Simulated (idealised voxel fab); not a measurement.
Presented below is a process module, voxel transistor to metal.
Pictured: cross-section cut, 210 nm wide, on a grid of 5 nm square cells.
In what follows, cross-sections appear as grids of square cells, described through bands that run from the top down, where every band is one or more rows of cells. Band entry format. Leading values: height of top, height of bottom, nm. Remainder: materials in left-to-right order, each with its width in nm. Special words: "edge to edge" on a single material, which then fills the band edge to edge; "blank", empty space. The reference from which all heights are counted is 0, the level beneath which the as-received wafer is entirely one material; the lowest band, having no lower bound, proceeds downward and is written after the example "0 and below". Top row gets the first number, bottom row gets the second, and each row in between changes by the same step: that is how a band width like "30 to 40" works. Reading "same as before" for a step: not a cell of the cross-section changed in it. The entry titled "Closed voids list" provides the empty spaces that have no open way to the top, restricted to those of 8 cells or more. Each is presented as width x height at distance, the distance being measured from the left edge, with all three in nm. Anything after a step's settings on that line? It's the simulator's own note about the step. overlay nm: how far to the right of its planned place the mask lay on this masked step (negative: to the left).
**The process steps that were planned are listed below**
1) RECEIVE with material Si
2) CONFORMAL_DEP with material SiO2, thk nm 5
3) CONFORMAL_DEP with material SiN, thk nm 15
4) DIRECTIONAL_DEP with material aC, thk nm 10
5) PATTERN with tone cover, mask id ACTIVE, material resist, width nm 85, thk nm 30, overlay nm 0
6) DIRECTIONAL_ETCH with etch materials aC, depth nm 10
7) STRIP with etch materials resist
8) DIRECTIONAL_ETCH with etch materials SiN, depth nm 15
9) DIRECTIONAL_ETCH with etch materials SiO2, depth nm 5
10) DIRECTIONAL_ETCH with etch materials Si, depth nm 25
11) STRIP with etch materials aC
12) OXIDIZE with depth nm 5
13) FILL_DEP with material SiO2, thk nm 15
14) CMP with height nm 20
15) SELECTIVE_ETCH with etch materials SiO2, depth nm 5
16) STRIP with etch materials SiN
17) SELECTIVE_ETCH with etch materials SiO2, depth nm 5
18) OXIDIZE with depth nm 5
19) DIRECTIONAL_DEP with material polySi, thk nm 20
20) DIRECTIONAL_DEP with material SiCN, thk nm 15
21) MASKED_ETCH with tone cover, mask id GATE, width nm 15, etch materials SiCN, depth nm 25, overlay nm 0
22) MASKED_ETCH with tone cover, mask id GATE, width nm 15, etch materials polySi, depth nm 30, overlay nm 0
23) CONFORMAL_DEP with material SiO2, thk nm 5
24) DIRECTIONAL_ETCH with etch materials SiO2, depth nm 5
25) CONFORMAL_DEP with material SiN, thk nm 5
26) DIRECTIONAL_ETCH with etch materials SiN, depth nm 5
27) DIRECTIONAL_ETCH with etch materials SiO2, depth nm 5
28) DIRECTIONAL_ETCH with etch materials Si, depth nm 5
29) EPI with material pSi, thk nm 10
30) FILL_DEP with material SiO2, thk nm 5
31) CMP with height nm 35
32) DIRECTIONAL_DEP with material SiO2, thk nm 15
33) PATTERN with tone open, mask id CONTACT, material resist, width nm 25, pitch nm 50, thk nm 15, overlay nm 0
34) DIRECTIONAL_ETCH with etch materials SiO2, depth nm 50
35) STRIP with etch materials resist
36) CONFORMAL_DEP with material TiN, thk nm 5
37) FILL_DEP with material Ru, thk nm 10
38) CMP with height nm 50
39) CONFORMAL_DEP with material SiCN, thk nm 5
40) DIRECTIONAL_DEP with material lowk, thk nm 15
41) DIRECTIONAL_DEP with material aC, thk nm 15
42) PATTERN with tone open, mask id METAL_1, material resist, width nm 15, pitch nm 60, thk nm 30, overlay nm 0
43) DIRECTIONAL_ETCH with etch materials aC, depth nm 15
44) STRIP with etch materials resist
45) DIRECTIONAL_ETCH with etch materials lowk, depth nm 15
46) DIRECTIONAL_ETCH with etch materials SiCN, depth nm 5
47) STRIP with etch materials aC
48) CONFORMAL_DEP with material TiN, thk nm 5
49) FILL_DEP with material Ru, thk nm 10
50) CMP with height nm 70
51) CONFORMAL_DEP with material SiCN, thk nm 5
52) DIRECTIONAL_DEP with material SiO2, thk nm 35
53) DIRECTIONAL_DEP with material aC, thk nm 15
54) PATTERN with tone open, mask id METAL_2, material resist, width nm 15, pitch nm 60, thk nm 35, overlay nm 0
55) DIRECTIONAL_ETCH with etch materials aC, depth nm 15
56) STRIP with etch materials resist
57) DIRECTIONAL_ETCH with etch materials SiO2, depth nm 20
58) STRIP with etch materials aC
59) MASKED_ETCH with tone open, mask id METAL_2_HOLES, width nm 15, pitch nm 60, etch materials SiO2, depth nm 15, overlay nm 0
60) MASKED_ETCH with tone open, mask id METAL_2_HOLES, width nm 15, pitch nm 60, etch materials SiCN, depth nm 5, overlay nm 0
61) CONFORMAL_DEP with material TiN, thk nm 5
62) FILL_DEP with material Cu, thk nm 5
63) CMP with height nm 110
64) CONFORMAL_DEP with material SiN, thk nm 5
It is noted that the wafers described herein are identical at the outset and are distinguished by the width nm of step 22; the value stated in the plan corresponds to the first wafer.
**Step 1 complete: as-received cross-section of the first of several wafers**
* 0 and below: Si edge to edge
* Closed voids list: none
**Each row below is a wafer at the end of the module, listing for every material the number of cells it has gained (+) or lost (-) since it was received, followed by its closed voids**
width nm 15; +14 Cu; +42 Ru; -185 Si; +81 SiCN; +60 SiN; +716 SiO2; +98 TiN; +108 lowk; +20 pSi; +12 polySi; Closed voids list: none
width nm 20; +14 Cu; +39 Ru; -184 Si; +81 SiCN; +60 SiN; +717 SiO2; +97 TiN; +108 lowk; +18 pSi; +16 polySi; Closed voids list: none
width nm 25; +14 Cu; +36 Ru; -183 Si; +81 SiCN; +60 SiN; +718 SiO2; +96 TiN; +108 lowk; +16 pSi; +20 polySi; Closed voids list: none
